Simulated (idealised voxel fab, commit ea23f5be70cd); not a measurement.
process module | voxel self aligned vias
cross-section cut | 220 nm wide | cells 5 nm
A cross-section is a grid of square cells, given in bands from the top down. A band is one or more rows of cells.
Each band's line starts with the height of the band's top and of its bottom, in nm. Then come its materials from left to right, each with its width in nm. One material with "throughout" fills the band from edge to edge. "air" is empty space.
Height 0 is the level under which the wafer as received is all one material. The lowest band goes on downwards, as in "0 down".
A width such as "30 to 40" changes by the same amount from each row of cells to the next, from the band's top row to its bottom row.
"no change" after a step means that no cell of the cross-section changed.
closed voids: empty space of 8 cells or more with no open way to the top, each as width x height at its distance from the left edge, in nm
after a step's settings: what the simulator itself notes on the step
overlay nm, on a step with a mask: how far to the right of its planned place the mask lay; to the left if negative
Each pair below shows a cross-section before one step and the cross-section after it, down to the lowest band that changed. The line under each pair gives the step between them, with its settings. The pairs can come from different runs of this module on the same starting wafer, so a pair continues from the pair above only where its "before" says so.
before
  0 down: Si throughout
  closed voids: none
after
  10 to 0: SiO2 throughout
  below 0: unchanged
  closed voids: none
the step between: op CONFORMAL_DEP | material SiO2 | thk nm 10
before: the cross-section after the pair above
after
  15 to 10: SiCN throughout
  below 10: unchanged
  closed voids: none
the step between: op CONFORMAL_DEP | material SiCN | thk nm 5
before: the cross-section after the pair above
after
  35 to 15: SiO2 throughout
  below 15: unchanged
  closed voids: none
the step between: op DIRECTIONAL_DEP | material SiO2 | thk nm 20
before: the cross-section after the pair above
after
  35 to 15: SiO2 40 | air 20 | SiO2 40 | air 20 | SiO2 40 | air 20 | SiO2 40
  below 15: unchanged
  closed voids: none
the step between: op MASKED_ETCH | tone open | mask id LINES | width nm 20 | pitch nm 60 | etch materials SiO2 | depth nm 20 | overlay nm 0
before: the cross-section after the pair above
after
  40 to 35: TiN 45 | air 10 | TiN 50 | air 10 | TiN 50 | air 10 | TiN 45
  35 to 20: SiO2 40 | TiN 5 | air 10 | TiN 5 | SiO2 40 | TiN 5 | air 10 | TiN 5 | SiO2 40 | TiN 5 | air 10 | TiN 5 | SiO2 40
  20 to 15: SiO2 40 | TiN 20 | SiO2 40 | TiN 20 | SiO2 40 | TiN 20 | SiO2 40
  below 15: unchanged
  closed voids: none
the step between: op CONFORMAL_DEP | material TiN | thk nm 5
before: the cross-section after the pair above
after
  45 to 40: W throughout
  40 to 35: TiN 45 | W 10 | TiN 50 | W 10 | TiN 50 | W 10 | TiN 45
  35 to 20: SiO2 40 | TiN 5 | W 10 | TiN 5 | SiO2 40 | TiN 5 | W 10 | TiN 5 | SiO2 40 | TiN 5 | W 10 | TiN 5 | SiO2 40
  below 20: unchanged
  closed voids: none
the step between: op FILL_DEP | material W | thk nm 5
before: the cross-section after the pair above
after
  35 to 20: SiO2 40 | TiN 5 | W 10 | TiN 5 | SiO2 40 | TiN 5 | W 10 | TiN 5 | SiO2 40 | TiN 5 | W 10 | TiN 5 | SiO2 40
  below 20: unchanged
  closed voids: none
the step between: op CMP | height nm 35
before: the cross-section after the pair above
after
  35 to 25: SiO2 40 | air 20 | SiO2 40 | air 20 | SiO2 40 | air 20 | SiO2 40
  below 25: unchanged
  closed voids: none
the step between: op SELECTIVE_ETCH | etch materials W Ru TiN | depth nm 10
before: the cross-section after the pair above
after
  40 to 35: SiN throughout
  35 to 25: SiO2 40 | SiN 20 | SiO2 40 | SiN 20 | SiO2 40 | SiN 20 | SiO2 40
  below 25: unchanged
  closed voids: none
the step between: op FILL_DEP | material SiN | thk nm 5
before: the cross-section after the pair above
after
  35 to 25: SiO2 40 | SiN 20 | SiO2 40 | SiN 20 | SiO2 40 | SiN 20 | SiO2 40
  below 25: unchanged
  closed voids: none
the step between: op CMP | height nm 35
before: the cross-section after the pair above
after
  50 to 35: SiO2 throughout
  below 35: unchanged
  closed voids: none
the step between: op DIRECTIONAL_DEP | material SiO2 | thk nm 15
before: the cross-section after the pair above
after
  65 to 50: aC throughout
  below 50: unchanged
  closed voids: none
the step between: op DIRECTIONAL_DEP | material aC | thk nm 15
before: the cross-section after the pair above
after
  95 to 65: resist 30 | air 40 | resist 80 | air 40 | resist 30
  below 65: unchanged
  closed voids: none
the step between: op PATTERN | tone open | mask id VIAS | material resist | width nm 40 | pitch nm 120 | thk nm 30 | overlay nm 0
before: the cross-section after the pair above
after
  80 to 65: resist 30 | air 40 | resist 80 | air 40 | resist 30
  65 to 50: aC 30 | air 40 | aC 80 | air 40 | aC 30
  below 50: unchanged
  closed voids: none
the step between: op DIRECTIONAL_ETCH | etch materials aC | depth nm 15
before: the cross-section after the pair above
after
  65 to 50: aC 30 | air 40 | aC 80 | air 40 | aC 30
  below 50: unchanged
  closed voids: none
the step between: op STRIP | etch materials resist
before: the cross-section after the pair above
after
  65 to 50: aC 30 | air 40 | aC 80 | air 40 | aC 30
  50 to 35: SiO2 30 | air 40 | SiO2 80 | air 40 | SiO2 30
  below 35: unchanged
  closed voids: none
the step between: op DIRECTIONAL_ETCH | etch materials SiO2 | depth nm 15
before: the cross-section after the pair above
after
  65 to 50: aC 30 | air 40 | aC 80 | air 40 | aC 30
  50 to 35: SiO2 30 | air 40 | SiO2 80 | air 40 | SiO2 30
  35 to 25: SiO2 40 | air 20 | SiO2 40 | SiN 20 | SiO2 40 | air 20 | SiO2 40
  below 25: unchanged
  closed voids: none
the step between: op DIRECTIONAL_ETCH | etch materials SiN | depth nm 10
before: the cross-section after the pair above
after
  50 to 35: SiO2 30 | air 40 | SiO2 80 | air 40 | SiO2 30
  below 35: unchanged
  closed voids: none
the step between: op STRIP | etch materials aC
before: the cross-section after the pair above
after
  55 to 50: TiN 35 | air 30 | TiN 90 | air 30 | TiN 35
  50 to 40: SiO2 30 | TiN 5 | air 30 | TiN 5 | SiO2 80 | TiN 5 | air 30 | TiN 5 | SiO2 30
  40 to 35: SiO2 30 | TiN 15 | air 10 | TiN 15 | SiO2 80 | TiN 15 | air 10 | TiN 15 | SiO2 30
  35 to 30: SiO2 40 | TiN 5 | air 10 | TiN 5 | SiO2 40 | SiN 20 | SiO2 40 | TiN 5 | air 10 | TiN 5 | SiO2 40
  30 to 25: SiO2 40 | TiN 20 | SiO2 40 | SiN 20 | SiO2 40 | TiN 20 | SiO2 40
  below 25: unchanged
  closed voids: none
the step between: op CONFORMAL_DEP | material TiN | thk nm 5
before: the cross-section after the pair above
after
  60 to 55: W throughout
  55 to 50: TiN 35 | W 30 | TiN 90 | W 30 | TiN 35
  50 to 40: SiO2 30 | TiN 5 | W 30 | TiN 5 | SiO2 80 | TiN 5 | W 30 | TiN 5 | SiO2 30
  40 to 35: SiO2 30 | TiN 15 | W 10 | TiN 15 | SiO2 80 | TiN 15 | W 10 | TiN 15 | SiO2 30
  35 to 30: SiO2 40 | TiN 5 | W 10 | TiN 5 | SiO2 40 | SiN 20 | SiO2 40 | TiN 5 | W 10 | TiN 5 | SiO2 40
  below 30: unchanged
  closed voids: none
the step between: op FILL_DEP | material W | thk nm 5
before: the cross-section after the pair above
after
  50 to 40: SiO2 30 | TiN 5 | W 30 | TiN 5 | SiO2 80 | TiN 5 | W 30 | TiN 5 | SiO2 30
  below 40: unchanged
  closed voids: none
the step between: op CMP | height nm 50
before: the cross-section after the pair above
after
  55 to 50: SiCN throughout
  below 50: unchanged
  closed voids: none
the step between: op CONFORMAL_DEP | material SiCN | thk nm 5
before
  10 to 0: SiO2 throughout
  0 down: Si throughout
  closed voids: none
after
  30 to 0: SiO2 throughout
  below 0: unchanged
  closed voids: none
the step between: op DIRECTIONAL_DEP | material SiO2 | thk nm 20
before: the cross-section after the pair above
after
  30 to 10: SiO2 40 | air 20 | SiO2 40 | air 20 | SiO2 40 | air 20 | SiO2 40
  below 10: unchanged
  closed voids: none
the step between: op MASKED_ETCH | tone open | mask id LINES | width nm 20 | pitch nm 60 | etch materials SiO2 | depth nm 20 | overlay nm 0
before: the cross-section after the pair above
after
  35 to 30: TiN 45 | air 10 | TiN 50 | air 10 | TiN 50 | air 10 | TiN 45
  30 to 15: SiO2 40 | TiN 5 | air 10 | TiN 5 | SiO2 40 | TiN 5 | air 10 | TiN 5 | SiO2 40 | TiN 5 | air 10 | TiN 5 | SiO2 40
  15 to 10: SiO2 40 | TiN 20 | SiO2 40 | TiN 20 | SiO2 40 | TiN 20 | SiO2 40
  below 10: unchanged
  closed voids: none
the step between: op CONFORMAL_DEP | material TiN | thk nm 5
before: the cross-section after the pair above
after
  40 to 35: W throughout
  35 to 30: TiN 45 | W 10 | TiN 50 | W 10 | TiN 50 | W 10 | TiN 45
  30 to 15: SiO2 40 | TiN 5 | W 10 | TiN 5 | SiO2 40 | TiN 5 | W 10 | TiN 5 | SiO2 40 | TiN 5 | W 10 | TiN 5 | SiO2 40
  below 15: unchanged
  closed voids: none
the step between: op FILL_DEP | material W | thk nm 5
before: the cross-section after the pair above
after
  35 to 30: TiN 45 | W 10 | TiN 50 | W 10 | TiN 50 | W 10 | TiN 45
  below 30: unchanged
  closed voids: none
the step between: op CMP | height nm 35
before: the cross-section after the pair above
after
  30 to 25: SiO2 40 | air 20 | SiO2 40 | air 20 | SiO2 40 | air 20 | SiO2 40
  below 25: unchanged
  closed voids: none
the step between: op SELECTIVE_ETCH | etch materials W Ru TiN | depth nm 10
before: the cross-section after the pair above
after
  35 to 30: SiN throughout
  30 to 25: SiO2 40 | SiN 20 | SiO2 40 | SiN 20 | SiO2 40 | SiN 20 | SiO2 40
  below 25: unchanged
  closed voids: none
the step between: op FILL_DEP | material SiN | thk nm 5
before: the cross-section after the pair above
after
  50 to 35: SiO2 throughout
  below 35: unchanged
  closed voids: none
the step between: op DIRECTIONAL_DEP | material SiO2 | thk nm 15
before: the cross-section after the pair above
after
  65 to 50: aC throughout
  below 50: unchanged
  closed voids: none
the step between: op DIRECTIONAL_DEP | material aC | thk nm 15
before: the cross-section after the pair above
after
  95 to 65: resist 30 | air 40 | resist 80 | air 40 | resist 30
  below 65: unchanged
  closed voids: none
the step between: op PATTERN | tone open | mask id VIAS | material resist | width nm 40 | pitch nm 120 | thk nm 30 | overlay nm 0
before: the cross-section after the pair above
after
  80 to 65: resist 30 | air 40 | resist 80 | air 40 | resist 30
  65 to 50: aC 30 | air 40 | aC 80 | air 40 | aC 30
  below 50: unchanged
  closed voids: none
the step between: op DIRECTIONAL_ETCH | etch materials aC | depth nm 15
before: the cross-section after the pair above
after
  65 to 50: aC 30 | air 40 | aC 80 | air 40 | aC 30
  below 50: unchanged
  closed voids: none
the step between: op STRIP | etch materials resist
before: the cross-section after the pair above
after
  65 to 50: aC 30 | air 40 | aC 80 | air 40 | aC 30
  50 to 35: SiO2 30 | air 40 | SiO2 80 | air 40 | SiO2 30
  below 35: unchanged
  closed voids: none
the step between: op DIRECTIONAL_ETCH | etch materials SiO2 | depth nm 15
before: the cross-section after the pair above
after
  65 to 50: aC 30 | air 40 | aC 80 | air 40 | aC 30
  50 to 35: SiO2 30 | air 40 | SiO2 80 | air 40 | SiO2 30
  35 to 30: SiN 30 | air 40 | SiN 80 | air 40 | SiN 30
  30 to 25: SiO2 40 | air 20 | SiO2 40 | SiN 20 | SiO2 40 | air 20 | SiO2 40
  below 25: unchanged
  closed voids: none
the step between: op DIRECTIONAL_ETCH | etch materials SiN | depth nm 10
before: the cross-section after the pair above
after
  50 to 35: SiO2 30 | air 40 | SiO2 80 | air 40 | SiO2 30
  below 35: unchanged
  closed voids: none
the step between: op STRIP | etch materials aC
before: the cross-section after the pair above
after
  55 to 50: TiN 35 | air 30 | TiN 90 | air 30 | TiN 35
  50 to 35: SiO2 30 | TiN 5 | air 30 | TiN 5 | SiO2 80 | TiN 5 | air 30 | TiN 5 | SiO2 30
  35 to 30: SiN 30 | TiN 15 | air 10 | TiN 15 | SiN 80 | TiN 15 | air 10 | TiN 15 | SiN 30
  30 to 25: SiO2 40 | TiN 20 | SiO2 40 | SiN 20 | SiO2 40 | TiN 20 | SiO2 40
  below 25: unchanged
  closed voids: none
the step between: op CONFORMAL_DEP | material TiN | thk nm 5
before: the cross-section after the pair above
after
  60 to 55: W throughout
  55 to 50: TiN 35 | W 30 | TiN 90 | W 30 | TiN 35
  50 to 35: SiO2 30 | TiN 5 | W 30 | TiN 5 | SiO2 80 | TiN 5 | W 30 | TiN 5 | SiO2 30
  35 to 30: SiN 30 | TiN 15 | W 10 | TiN 15 | SiN 80 | TiN 15 | W 10 | TiN 15 | SiN 30
  below 30: unchanged
  closed voids: none
the step between: op FILL_DEP | material W | thk nm 5
before: the cross-section after the pair above
after
  50 to 35: SiO2 30 | TiN 5 | W 30 | TiN 5 | SiO2 80 | TiN 5 | W 30 | TiN 5 | SiO2 30
  below 35: unchanged
  closed voids: none
the step between: op CMP | height nm 50
before: the cross-section after the pair above
after
  55 to 50: SiCN throughout
  below 50: unchanged
  closed voids: none
the step between: op CONFORMAL_DEP | material SiCN | thk nm 5
before
  65 to 50: aC 30 | air 40 | aC 80 | air 40 | aC 30
  50 to 35: SiO2 30 | air 40 | SiO2 80 | air 40 | SiO2 30
  35 to 25: SiO2 40 | SiN 20 | SiO2 40 | SiN 20 | SiO2 40 | SiN 20 | SiO2 40
  25 to 20: SiO2 40 | TiN 5 | W 10 | TiN 5 | SiO2 40 | TiN 5 | W 10 | TiN 5 | SiO2 40 | TiN 5 | W 10 | TiN 5 | SiO2 40
  20 to 15: SiO2 40 | TiN 20 | SiO2 40 | TiN 20 | SiO2 40 | TiN 20 | SiO2 40
  15 to 10: SiCN throughout
  10 to 0: SiO2 throughout
  0 down: Si throughout
  closed voids: none
after
  65 to 50: aC 30 | air 40 | aC 80 | air 40 | aC 30
  50 to 35: SiO2 30 | air 40 | SiO2 80 | air 40 | SiO2 30
  35 to 25: SiO2 30 | air 10 | SiN 20 | air 10 | SiO2 30 | SiN 20 | SiO2 30 | air 10 | SiN 20 | air 10 | SiO2 30
  25 to 20: SiO2 30 | air 10 | TiN 5 | W 10 | TiN 5 | air 10 | SiO2 30 | TiN 5 | W 10 | TiN 5 | SiO2 30 | air 10 | TiN 5 | W 10 | TiN 5 | air 10 | SiO2 30
  below 20: unchanged
  closed voids: none
the step between: op DIRECTIONAL_ETCH | etch materials SiO2 | depth nm 15
before: the cross-section after the pair above
after
  65 to 50: aC 30 | air 40 | aC 80 | air 40 | aC 30
  50 to 35: SiO2 30 | air 40 | SiO2 80 | air 40 | SiO2 30
  35 to 25: SiO2 30 | air 40 | SiO2 30 | SiN 20 | SiO2 30 | air 40 | SiO2 30
  below 25: unchanged
  closed voids: none
the step between: op DIRECTIONAL_ETCH | etch materials SiN | depth nm 10
before: the cross-section after the pair above
after
  50 to 35: SiO2 30 | air 40 | SiO2 80 | air 40 | SiO2 30
  below 35: unchanged
  closed voids: none
the step between: op STRIP | etch materials aC
before: the cross-section after the pair above
after
  55 to 50: TiN 35 | air 30 | TiN 90 | air 30 | TiN 35
  50 to 35: SiO2 30 | TiN 5 | air 30 | TiN 5 | SiO2 80 | TiN 5 | air 30 | TiN 5 | SiO2 30
  35 to 30: SiO2 30 | TiN 5 | air 30 | TiN 5 | SiO2 30 | SiN 20 | SiO2 30 | TiN 5 | air 30 | TiN 5 | SiO2 30
  30 to 25: SiO2 30 | TiN 40 | SiO2 30 | SiN 20 | SiO2 30 | TiN 40 | SiO2 30
  25 to 20: SiO2 30 | TiN 15 | W 10 | TiN 15 | SiO2 30 | TiN 5 | W 10 | TiN 5 | SiO2 30 | TiN 15 | W 10 | TiN 15 | SiO2 30
  below 20: unchanged
  closed voids: none
the step between: op CONFORMAL_DEP | material TiN | thk nm 5
before: the cross-section after the pair above
after
  60 to 55: W throughout
  55 to 50: TiN 35 | W 30 | TiN 90 | W 30 | TiN 35
  50 to 35: SiO2 30 | TiN 5 | W 30 | TiN 5 | SiO2 80 | TiN 5 | W 30 | TiN 5 | SiO2 30
  35 to 30: SiO2 30 | TiN 5 | W 30 | TiN 5 | SiO2 30 | SiN 20 | SiO2 30 | TiN 5 | W 30 | TiN 5 | SiO2 30
  below 30: unchanged
  closed voids: none
the step between: op FILL_DEP | material W | thk nm 5
before: the cross-section after the pair above
after
  50 to 35: SiO2 30 | TiN 5 | W 30 | TiN 5 | SiO2 80 | TiN 5 | W 30 | TiN 5 | SiO2 30
  below 35: unchanged
  closed voids: none
the step between: op CMP | height nm 50
before: the cross-section after the pair above
after
  55 to 50: SiCN throughout
  below 50: unchanged
  closed voids: none
the step between: op CONFORMAL_DEP | material SiCN | thk nm 5
before
  30 to 0: SiO2 throughout
  0 down: Si throughout
  closed voids: none
after
  35 to 30: SiCN throughout
  below 30: unchanged
  closed voids: none
the step between: op CONFORMAL_DEP | material SiCN | thk nm 5
before: the cross-section after the pair above
after
  40 to 35: TiN throughout
  below 35: unchanged
  closed voids: none
the step between: op CONFORMAL_DEP | material TiN | thk nm 5
before: the cross-section after the pair above
after
  45 to 40: W throughout
  below 40: unchanged
  closed voids: none
the step between: op FILL_DEP | material W | thk nm 5
before: the cross-section after the pair above
after
  35 to 30: SiCN throughout
  below 30: unchanged
  closed voids: none
the step between: op CMP | height nm 35
before: the cross-section after the pair above
after
  40 to 35: SiN throughout
  below 35: unchanged
  closed voids: none
the step between: op FILL_DEP | material SiN | thk nm 5
before: the cross-section after the pair above
after
  35 to 30: SiCN throughout
  below 30: unchanged
  closed voids: none
the step between: op CMP | height nm 35
before: the cross-section after the pair above
after
  50 to 35: SiO2 throughout
  below 35: unchanged
  closed voids: none
the step between: op DIRECTIONAL_DEP | material SiO2 | thk nm 15
before: the cross-section after the pair above
after
  65 to 50: aC throughout
  below 50: unchanged
  closed voids: none
the step between: op DIRECTIONAL_DEP | material aC | thk nm 15
before: the cross-section after the pair above
after
  95 to 65: resist 30 | air 40 | resist 80 | air 40 | resist 30
  below 65: unchanged
  closed voids: none
the step between: op PATTERN | tone open | mask id VIAS | material resist | width nm 40 | pitch nm 120 | thk nm 30 | overlay nm 0
before: the cross-section after the pair above
after
  80 to 65: resist 30 | air 40 | resist 80 | air 40 | resist 30
  65 to 50: aC 30 | air 40 | aC 80 | air 40 | aC 30
  below 50: unchanged
  closed voids: none
the step between: op DIRECTIONAL_ETCH | etch materials aC | depth nm 15
before: the cross-section after the pair above
after
  65 to 50: aC 30 | air 40 | aC 80 | air 40 | aC 30
  below 50: unchanged
  closed voids: none
the step between: op STRIP | etch materials resist
before: the cross-section after the pair above
after
  65 to 50: aC 30 | air 40 | aC 80 | air 40 | aC 30
  50 to 35: SiO2 30 | air 40 | SiO2 80 | air 40 | SiO2 30
  below 35: unchanged
  closed voids: none
the step between: op DIRECTIONAL_ETCH | etch materials SiO2 | depth nm 15
before: the cross-section after the pair above
after
  50 to 35: SiO2 30 | air 40 | SiO2 80 | air 40 | SiO2 30
  below 35: unchanged
  closed voids: none
the step between: op STRIP | etch materials aC
before: the cross-section after the pair above
after
  55 to 50: TiN 35 | air 30 | TiN 90 | air 30 | TiN 35
  50 to 40: SiO2 30 | TiN 5 | air 30 | TiN 5 | SiO2 80 | TiN 5 | air 30 | TiN 5 | SiO2 30
  40 to 35: SiO2 30 | TiN 40 | SiO2 80 | TiN 40 | SiO2 30
  below 35: unchanged
  closed voids: none
the step between: op CONFORMAL_DEP | material TiN | thk nm 5
before: the cross-section after the pair above
after
  60 to 55: W throughout
  55 to 50: TiN 35 | W 30 | TiN 90 | W 30 | TiN 35
  50 to 40: SiO2 30 | TiN 5 | W 30 | TiN 5 | SiO2 80 | TiN 5 | W 30 | TiN 5 | SiO2 30
  below 40: unchanged
  closed voids: none
the step between: op FILL_DEP | material W | thk nm 5
before: the cross-section after the pair above
after
  50 to 40: SiO2 30 | TiN 5 | W 30 | TiN 5 | SiO2 80 | TiN 5 | W 30 | TiN 5 | SiO2 30
  below 40: unchanged
  closed voids: none
the step between: op CMP | height nm 50
before: the cross-section after the pair above
after
  55 to 50: SiCN throughout
  below 50: unchanged
  closed voids: none
the step between: op CONFORMAL_DEP | material SiCN | thk nm 5
before
  35 to 25: SiO2 40 | SiN 20 | SiO2 40 | SiN 20 | SiO2 40 | SiN 20 | SiO2 40
  25 to 20: SiO2 40 | TiN 5 | W 10 | TiN 5 | SiO2 40 | TiN 5 | W 10 | TiN 5 | SiO2 40 | TiN 5 | W 10 | TiN 5 | SiO2 40
  20 to 15: SiO2 40 | TiN 20 | SiO2 40 | TiN 20 | SiO2 40 | TiN 20 | SiO2 40
  15 to 10: SiCN throughout
  10 to 0: SiO2 throughout
  0 down: Si throughout
  closed voids: none
after
  45 to 35: SiO2 throughout
  below 35: unchanged
  closed voids: none
the step between: op DIRECTIONAL_DEP | material SiO2 | thk nm 10
before: the cross-section after the pair above
after
  60 to 45: aC throughout
  below 45: unchanged
  closed voids: none
the step between: op DIRECTIONAL_DEP | material aC | thk nm 15
before: the cross-section after the pair above
after
  90 to 60: resist 30 | air 40 | resist 80 | air 40 | resist 30
  below 60: unchanged
  closed voids: none
the step between: op PATTERN | tone open | mask id VIAS | material resist | width nm 40 | pitch nm 120 | thk nm 30 | overlay nm 0
before: the cross-section after the pair above
after
  75 to 60: resist 30 | air 40 | resist 80 | air 40 | resist 30
  60 to 45: aC 30 | air 40 | aC 80 | air 40 | aC 30
  below 45: unchanged
  closed voids: none
the step between: op DIRECTIONAL_ETCH | etch materials aC | depth nm 15
before: the cross-section after the pair above
after
  60 to 45: aC 30 | air 40 | aC 80 | air 40 | aC 30
  below 45: unchanged
  closed voids: none
the step between: op STRIP | etch materials resist
before: the cross-section after the pair above
after
  60 to 45: aC 30 | air 40 | aC 80 | air 40 | aC 30
  45 to 35: SiO2 30 | air 40 | SiO2 80 | air 40 | SiO2 30
  35 to 30: SiO2 30 | air 10 | SiN 20 | air 10 | SiO2 30 | SiN 20 | SiO2 30 | air 10 | SiN 20 | air 10 | SiO2 30
  below 30: unchanged
  closed voids: none
the step between: op DIRECTIONAL_ETCH | etch materials SiO2 | depth nm 15
before: the cross-section after the pair above
after
  60 to 45: aC 30 | air 40 | aC 80 | air 40 | aC 30
  45 to 35: SiO2 30 | air 40 | SiO2 80 | air 40 | SiO2 30
  35 to 25: SiO2 30 to 40 | air 40 to 20 | SiO2 30 to 40 | SiN 20 | SiO2 30 to 40 | air 40 to 20 | SiO2 30 to 40
  below 25: unchanged
  closed voids: none
the step between: op DIRECTIONAL_ETCH | etch materials SiN | depth nm 10
before: the cross-section after the pair above
after
  45 to 35: SiO2 30 | air 40 | SiO2 80 | air 40 | SiO2 30
  below 35: unchanged
  closed voids: none
the step between: op STRIP | etch materials aC
before: the cross-section after the pair above
after
  50 to 45: TiN 35 | air 30 | TiN 90 | air 30 | TiN 35
  45 to 35: SiO2 30 | TiN 5 | air 30 | TiN 5 | SiO2 80 | TiN 5 | air 30 | TiN 5 | SiO2 30
  35 to 30: SiO2 30 | TiN 15 | air 10 | TiN 15 | SiO2 30 | SiN 20 | SiO2 30 | TiN 15 | air 10 | TiN 15 | SiO2 30
  30 to 25: SiO2 40 | TiN 20 | SiO2 40 | SiN 20 | SiO2 40 | TiN 20 | SiO2 40
  below 25: unchanged
  closed voids: none
the step between: op CONFORMAL_DEP | material TiN | thk nm 5
before: the cross-section after the pair above
after
  55 to 50: W throughout
  50 to 45: TiN 35 | W 30 | TiN 90 | W 30 | TiN 35
  45 to 35: SiO2 30 | TiN 5 | W 30 | TiN 5 | SiO2 80 | TiN 5 | W 30 | TiN 5 | SiO2 30
  35 to 30: SiO2 30 | TiN 15 | W 10 | TiN 15 | SiO2 30 | SiN 20 | SiO2 30 | TiN 15 | W 10 | TiN 15 | SiO2 30
  below 30: unchanged
  closed voids: none
the step between: op FILL_DEP | material W | thk nm 5
before: the cross-section after the pair above
after
  50 to 45: TiN 35 | W 30 | TiN 90 | W 30 | TiN 35
  below 45: unchanged
  closed voids: none
the step between: op CMP | height nm 50
before: the cross-section after the pair above
after
  55 to 50: SiCN throughout
  below 50: unchanged
  closed voids: none
the step between: op CONFORMAL_DEP | material SiCN | thk nm 5
before
  65 to 50: aC throughout
  50 to 35: SiO2 throughout
  35 to 25: SiO2 40 | SiN 20 | SiO2 40 | SiN 20 | SiO2 40 | SiN 20 | SiO2 40
  25 to 20: SiO2 40 | TiN 5 | W 10 | TiN 5 | SiO2 40 | TiN 5 | W 10 | TiN 5 | SiO2 40 | TiN 5 | W 10 | TiN 5 | SiO2 40
  20 to 15: SiO2 40 | TiN 20 | SiO2 40 | TiN 20 | SiO2 40 | TiN 20 | SiO2 40
  15 to 10: SiCN throughout
  10 to 0: SiO2 throughout
  0 down: Si throughout
  closed voids: none
after
  95 to 65: resist 25 | air 50 | resist 70 | air 50 | resist 25
  below 65: unchanged
  closed voids: none
the step between: op PATTERN | tone open | mask id VIAS | material resist | width nm 50 | pitch nm 120 | thk nm 30 | overlay nm 0
before: the cross-section after the pair above
after
  80 to 65: resist 25 | air 50 | resist 70 | air 50 | resist 25
  65 to 50: aC 25 | air 50 | aC 70 | air 50 | aC 25
  below 50: unchanged
  closed voids: none
the step between: op DIRECTIONAL_ETCH | etch materials aC | depth nm 15
before: the cross-section after the pair above
after
  65 to 50: aC 25 | air 50 | aC 70 | air 50 | aC 25
  below 50: unchanged
  closed voids: none
the step between: op STRIP | etch materials resist
before: the cross-section after the pair above
after
  65 to 50: aC 25 | air 50 | aC 70 | air 50 | aC 25
  50 to 35: SiO2 25 | air 50 | SiO2 70 | air 50 | SiO2 25
  below 35: unchanged
  closed voids: none
the step between: op DIRECTIONAL_ETCH | etch materials SiO2 | depth nm 15
before: the cross-section after the pair above
after
  65 to 50: aC 25 | air 50 | aC 70 | air 50 | aC 25
  50 to 35: SiO2 25 | air 50 | SiO2 70 | air 50 | SiO2 25
  35 to 25: SiO2 40 | air 20 | SiO2 40 | SiN 20 | SiO2 40 | air 20 | SiO2 40
  below 25: unchanged
  closed voids: none
the step between: op DIRECTIONAL_ETCH | etch materials SiN | depth nm 10
before: the cross-section after the pair above
after
  50 to 35: SiO2 25 | air 50 | SiO2 70 | air 50 | SiO2 25
  below 35: unchanged
  closed voids: none
the step between: op STRIP | etch materials aC
before: the cross-section after the pair above
after
  55 to 50: TiN 30 | air 40 | TiN 80 | air 40 | TiN 30
  50 to 40: SiO2 25 | TiN 5 | air 40 | TiN 5 | SiO2 70 | TiN 5 | air 40 | TiN 5 | SiO2 25
  40 to 35: SiO2 25 | TiN 20 | air 10 | TiN 20 | SiO2 70 | TiN 20 | air 10 | TiN 20 | SiO2 25
  35 to 30: SiO2 40 | TiN 5 | air 10 | TiN 5 | SiO2 40 | SiN 20 | SiO2 40 | TiN 5 | air 10 | TiN 5 | SiO2 40
  30 to 25: SiO2 40 | TiN 20 | SiO2 40 | SiN 20 | SiO2 40 | TiN 20 | SiO2 40
  below 25: unchanged
  closed voids: none
the step between: op CONFORMAL_DEP | material TiN | thk nm 5
before: the cross-section after the pair above
after
  60 to 55: W throughout
  55 to 50: TiN 30 | W 40 | TiN 80 | W 40 | TiN 30
  50 to 40: SiO2 25 | TiN 5 | W 40 | TiN 5 | SiO2 70 | TiN 5 | W 40 | TiN 5 | SiO2 25
  40 to 35: SiO2 25 | TiN 20 | W 10 | TiN 20 | SiO2 70 | TiN 20 | W 10 | TiN 20 | SiO2 25
  35 to 30: SiO2 40 | TiN 5 | W 10 | TiN 5 | SiO2 40 | SiN 20 | SiO2 40 | TiN 5 | W 10 | TiN 5 | SiO2 40
  below 30: unchanged
  closed voids: none
the step between: op FILL_DEP | material W | thk nm 5
before: the cross-section after the pair above
after
  50 to 40: SiO2 25 | TiN 5 | W 40 | TiN 5 | SiO2 70 | TiN 5 | W 40 | TiN 5 | SiO2 25
  below 40: unchanged
  closed voids: none
the step between: op CMP | height nm 50
before: the cross-section after the pair above
after
  55 to 50: SiCN throughout
  below 50: unchanged
  closed voids: none
the step between: op CONFORMAL_DEP | material SiCN | thk nm 5
before
  65 to 50: aC throughout
  50 to 35: SiO2 throughout
  35 to 25: SiO2 40 | SiN 20 | SiO2 40 | SiN 20 | SiO2 40 | SiN 20 | SiO2 40
  25 to 20: SiO2 40 | TiN 5 | W 10 | TiN 5 | SiO2 40 | TiN 5 | W 10 | TiN 5 | SiO2 40 | TiN 5 | W 10 | TiN 5 | SiO2 40
  20 to 15: SiO2 40 | TiN 20 | SiO2 40 | TiN 20 | SiO2 40 | TiN 20 | SiO2 40
  15 to 10: SiCN throughout
  10 to 0: SiO2 throughout
  0 down: Si throughout
  closed voids: none
after
  95 to 65: resist 25 | air 40 | resist 80 | air 40 | resist 35
  below 65: unchanged
  closed voids: none
the step between: op PATTERN | tone open | mask id VIAS | material resist | width nm 40 | pitch nm 120 | thk nm 30 | overlay nm -5
before: the cross-section after the pair above
after
  80 to 65: resist 25 | air 40 | resist 80 | air 40 | resist 35
  65 to 50: aC 25 | air 40 | aC 80 | air 40 | aC 35
  below 50: unchanged
  closed voids: none
the step between: op DIRECTIONAL_ETCH | etch materials aC | depth nm 15
before: the cross-section after the pair above
after
  65 to 50: aC 25 | air 40 | aC 80 | air 40 | aC 35
  below 50: unchanged
  closed voids: none
the step between: op STRIP | etch materials resist
before: the cross-section after the pair above
after
  65 to 50: aC 25 | air 40 | aC 80 | air 40 | aC 35
  50 to 35: SiO2 25 | air 40 | SiO2 80 | air 40 | SiO2 35
  below 35: unchanged
  closed voids: none
the step between: op DIRECTIONAL_ETCH | etch materials SiO2 | depth nm 15
before: the cross-section after the pair above
after
  65 to 50: aC 25 | air 40 | aC 80 | air 40 | aC 35
  50 to 35: SiO2 25 | air 40 | SiO2 80 | air 40 | SiO2 35
  35 to 25: SiO2 40 | air 20 | SiO2 40 | SiN 20 | SiO2 40 | air 20 | SiO2 40
  below 25: unchanged
  closed voids: none
the step between: op DIRECTIONAL_ETCH | etch materials SiN | depth nm 10
before: the cross-section after the pair above
after
  50 to 35: SiO2 25 | air 40 | SiO2 80 | air 40 | SiO2 35
  below 35: unchanged
  closed voids: none
the step between: op STRIP | etch materials aC
